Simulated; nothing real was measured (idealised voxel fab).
Process module, titled voxel ribs on slabs
Cross-sectional view cut (width: 270 nm; square cell size: 5 nm).
In what follows, cross-sections appear as grids of square cells, described through bands that run from the top down, where every band is one or more rows of cells.
Heights first: top, then bottom, in nm. Then materials, left to right, each with a width in nm. "edge to edge" on a single material: fills the band edge to edge. "air": empty space.
Heights are reckoned from 0. Under this level, the received wafer is all of one material. The bottommost band is open-ended downward, for example "0 nm and below".
Per-row width for "30->40": begins at first number (top row of band), ends at second number (bottom row), increment between rows held constant.
Given "remains unaltered" for a step, no cell of the cross-section differs between before and after that step.
Closed empty spaces (no open way to the top) of 8 cells or more are what "Catalogued sealed voids" lists, each as width x height at distance from the left edge, nm for all three.
Step line, after settings: the simulator's comment on this step.
For masked steps, "overlay nm" on the step line gives how far right of plan the mask actually lay; a minus sign means it lay to the left.
Plan
| 1 | RECEIVE,material Si |
| 2 | DIRECTIONAL_DEP,material SiO2,thk nm 25 |
| 3 | DIRECTIONAL_DEP,material polySi,thk nm 15 |
| 4 | MASKED_ETCH,tone cover,mask id RIB,width nm 20,etch materials polySi,depth nm 5,overlay nm 0 |
| 5 | MASKED_ETCH,tone cover,mask id SLAB,width nm 80,etch materials polySi,depth nm 10,overlay nm 0 |
| 6 | FILL_DEP,material SiO2,thk nm 15 |
| 7 | CMP,height nm 50 |
| 8 | DIRECTIONAL_DEP,material TiN,thk nm 10 |
| 9 | DIRECTIONAL_DEP,material aC,thk nm 10 |
| 10 | PATTERN,tone cover,mask id HEATER,material resist,width nm 30,thk nm 25,overlay nm -15 |
| 11 | DIRECTIONAL_ETCH,etch materials aC,depth nm 10 |
| 12 | STRIP,etch materials resist |
| 13 | DIRECTIONAL_ETCH,etch materials TiN,depth nm 10 |
| 14 | STRIP,etch materials aC |
| 15 | CONFORMAL_DEP,material SiN,thk nm 5 |
What sets these wafers apart? The overlay nm at step 10. They all start alike, and the plan carries the first wafer's value.
Cross-section, first of several wafers, as delivered after step 1
> 0 nm and below = Si edge to edge
> Catalogued sealed voids: none
End-of-module cross-section, first of several wafers, after last step 15
> 65 nm to 60 nm = 100 of air  40 of SiN  130 of air
> 60 nm to 55 nm = 100 of air  5 of SiN  30 of TiN  5 of SiN  130 of air
> 55 nm to 50 nm = 105 of SiN  30 of TiN  135 of SiN
> 50 nm to 40 nm = SiO2 edge to edge
> 40 nm to 35 nm = 125 of SiO2  20 of polySi  125 of SiO2
> 35 nm to 25 nm = 95 of SiO2  80 of polySi  95 of SiO2
> 25 nm to 0 nm = SiO2 edge to edge
> 0 nm and below = Si edge to edge
> Catalogued sealed voids: none
Cross-section of the last wafer at end of module
> 65 nm to 60 nm = 130 of air  40 of SiN  100 of air
> 60 nm to 55 nm = 130 of air  5 of SiN  30 of TiN  5 of SiN  100 of air
> 55 nm to 50 nm = 135 of SiN  30 of TiN  105 of SiN
> 50 nm to 40 nm = SiO2 edge to edge
> 40 nm to 35 nm = 125 of SiO2  20 of polySi  125 of SiO2
> 35 nm to 25 nm = 95 of SiO2  80 of polySi  95 of SiO2
> 25 nm to 0 nm = SiO2 edge to edge
> 0 nm and below = Si edge to edge
> Catalogued sealed voids: none
Rows = wafers. At module end, each row lists per material the cells gained (+) or lost (-) since the wafer was received, then the closed voids
overlay nm -15 | +58 SiN | +504 SiO2 | +12 TiN | +36 polySi | Catalogued sealed voids: none
overlay nm -10 | +58 SiN | +504 SiO2 | +12 TiN | +36 polySi | Catalogued sealed voids: none
overlay nm -5 | +58 SiN | +504 SiO2 | +12 TiN | +36 polySi | Catalogued sealed voids: none
overlay nm 0 | +58 SiN | +504 SiO2 | +12 TiN | +36 polySi | Catalogued sealed voids: none
overlay nm 5 | +58 SiN | +504 SiO2 | +12 TiN | +36 polySi | Catalogued sealed voids: none
overlay nm 10 | +58 SiN | +504 SiO2 | +12 TiN | +36 polySi | Catalogued sealed voids: none
overlay nm 15 | +58 SiN | +504 SiO2 | +12 TiN | +36 polySi | Catalogued sealed voids: none
